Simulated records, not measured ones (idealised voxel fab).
voxel local oxidation: a process module
Cross-sectional view cut (width: 230 nm; square cell size: 5 nm).
In what follows, cross-sections appear as grids of square cells, described through bands that run from the top down, where every band is one or more rows of cells.
Band entry format. Leading values: height of top, height of bottom, nm. Remainder: materials in left-to-right order, each with its width in nm. Special words: "throughout" on a single material, which then fills the band edge to edge; "empty", empty space.
Height 0 is the level under which the wafer as received is all one material. The lowest band goes on downwards, as in "from 0 down".
A width given as "30 to 40" starts at the first number in the band's top row and ends at the second number in its bottom row, shifting by an equal amount at every step from row to row.
Step note "identical to before" = no cross-section cell changed.
Heads up: "Fully enclosed voids" only lists the empty pockets with no open path to the top that are 8 cells or more, and it writes them as width x height at distance, distance from the left edge, in nm.
On each step's line, the part that comes after the settings is the simulator's own comment on the step.
When a step includes a mask, the "overlay nm" setting on its line states how far to the right of its planned place that mask lay, and negative values state how far to the left.

Process steps foreseen in the plan:
1,RECEIVE [material Si]
2,CONFORMAL_DEP [material SiO2] [thk nm 5]
3,CONFORMAL_DEP [material SiN] [thk nm 15]
4,PATTERN [tone cover] [mask id ACTIVE] [material resist] [width nm 90] [thk nm 15] [overlay nm 0]
5,DIRECTIONAL_ETCH [etch materials SiN] [depth nm 15]
6,STRIP [etch materials resist]
7,SELECTIVE_ETCH [etch materials SiO2] [depth nm 5]
8,OXIDIZE [depth nm 10]
9,STRIP [etch materials SiN]

So, the first of our two wafers, run just as we planned it:

Cross-sectional view of the wafer in its as-received condition, corresponding to the state after step 1:
* from 0 down | Si throughout
* Fully enclosed voids: none

Once step 2 is through, the wafer looks like this in cross-section:
* from 5 to 0 | SiO2 throughout
* Everything under 0 stays put, no change at all.

Once step 3 is through, the wafer looks like this in cross-section:
* from 20 to 5 | SiN throughout
* Everything under 5 stays put, no change at all.

Once step 4 is through, the wafer looks like this in cross-section:
* from 35 to 20 | empty (70) | resist (90) | empty (70)
* Everything under 20 stays put, no change at all.

Once step 5 is through, the wafer looks like this in cross-section:
* from 35 to 20 | empty (70) | resist (90) | empty (70)
* from 20 to 5 | empty (70) | SiN (90) | empty (70)
* Everything under 5 stays put, no change at all.

Once step 6 is through, the wafer looks like this in cross-section:
* from 20 to 5 | empty (70) | SiN (90) | empty (70)
* Everything under 5 stays put, no change at all.

Once step 7 is through, the wafer looks like this in cross-section:
* from 20 to 5 | empty (70) | SiN (90) | empty (70)
* from 5 to 0 | empty (75) | SiO2 (80) | empty (75)
* Everything under 0 stays put, no change at all.

Once step 8 is through, the wafer looks like this in cross-section:
* from 20 to 5 | empty (70) | SiN (90) | empty (70)
* from 5 to 0 | empty (75) | SiO2 (80) | empty (75)
* from 0 to -10 | SiO2 (85) | Si (60) | SiO2 (85)
* Everything under -10 stays put, no change at all.

Once step 9 is through, the wafer looks like this in cross-section:
* from 5 to 0 | empty (75) | SiO2 (80) | empty (75)
* Everything under 0 stays put, no change at all.

Regarding the second of the two wafers: it shared the first wafer's starting condition and process plan, yet one error occurred during its execution. Its history coincides with that of the first wafer up to and including step 3:

Cross-sectional view of the second wafer at the intended end time of process step 4:
* from 35 to 20 | resist (70) | empty (90) | resist (70)
* Everything under 20 stays put, no change at all.

Cross-sectional view of the second wafer at the intended end time of process step 5:
* from 35 to 20 | resist (70) | empty (90) | resist (70)
* from 20 to 5 | SiN (70) | empty (90) | SiN (70)
* Everything under 5 stays put, no change at all.

Cross-sectional view of the second wafer at the intended end time of process step 6:
* from 20 to 5 | SiN (70) | empty (90) | SiN (70)
* Everything under 5 stays put, no change at all.

Cross-sectional view of the second wafer at the intended end time of process step 7:
* from 20 to 5 | SiN (70) | empty (90) | SiN (70)
* from 5 to 0 | SiO2 (65) | empty (100) | SiO2 (65)
* Everything under 0 stays put, no change at all.

Cross-sectional view of the second wafer at the intended end time of process step 8:
* from 20 to 5 | SiN (70) | empty (90) | SiN (70)
* from 5 to 0 | SiO2 (65) | empty (100) | SiO2 (65)
* from 0 to -10 | Si (55) | SiO2 (120) | Si (55)
* Everything under -10 stays put, no change at all.

Cross-sectional view of the second wafer at the intended end time of process step 9:
* from 5 to 0 | SiO2 (65) | empty (100) | SiO2 (65)
* Everything under 0 stays put, no change at all.
Run error: step 4 went in with a setting other than planned; the actual run was PATTERN [tone open] [mask id ACTIVE] [material resist] [width nm 90] [thk nm 15] [overlay nm 0]
End check, counted in cells, second wafer has more or fewer of these materials than the first: Si: 20 more | SiO2: 10 fewer
